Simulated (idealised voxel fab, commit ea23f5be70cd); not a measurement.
The following is a process module called voxel released beams.
For reference, the cross-section in this document is cut, with width 225 nm and square cells of 5 nm.
A cross-section is a grid of square cells, given in bands from the top down. A band is one or more rows of cells. Per band: top height and bottom height in nm, followed by the left-to-right materials and their widths in nm; "throughout" marks a single material spanning edge to edge, "blank" marks empty space. We count height from 0. Below that, the starting wafer is all one material. The lowest band never ends at the bottom but goes on down; see "top 0, no bottom" for how that is written. Width: "30 to 40" (first number = top row, second number = bottom row, same change from row to row of cells). "remained unchanged" -> step changed no cross-section cell. Empty spaces counting at least 8 cells and having no open way to the top are listed in "Closed void roster". The notation width x height at distance is used for each, the distance being from the left edge and all three values in nm. Heads up: the bit after the settings on a step's line is the simulator's remark on that step. overlay nm: mask offset rightward from planned place, masked step; negative means leftward offset.

### This section lists the process steps that were planned
1) RECEIVE [material Si]
2) CONFORMAL_DEP [material Al2O3] [thk nm 5]
3) DIRECTIONAL_DEP [material SiO2] [thk nm 15]
4) MASKED_ETCH [tone open] [mask id ANCHOR] [width nm 25] [etch materials SiO2] [depth nm 15] [overlay nm 0]
5) CONFORMAL_DEP [material SiN] [thk nm 10]
6) MASKED_ETCH [tone cover] [mask id BEAM] [width nm 100] [etch materials SiN] [depth nm 10] [overlay nm 0]
7) STRIP [etch materials SiO2]
The plan shows the width nm of step 4 as the first wafer had it; this setting differs between the wafers, which start out alike.

### Step 1 complete: as-received cross-section of the first of several wafers
* top 0, no bottom: Si throughout
* Closed void roster: none

### Per-wafer rows below. For each material: cells gained (+) or lost (-) since the wafer was received, as of end of module. Then: closed voids
width nm 25; +45 Al2O3; +52 SiN; Closed void roster: none
width nm 30; +45 Al2O3; +52 SiN; Closed void roster: none
width nm 35; +45 Al2O3; +52 SiN; Closed void roster: none
width nm 40; +45 Al2O3; +52 SiN; Closed void roster: none
width nm 45; +45 Al2O3; +52 SiN; Closed void roster: none
width nm 50; +45 Al2O3; +52 SiN; Closed void roster: none
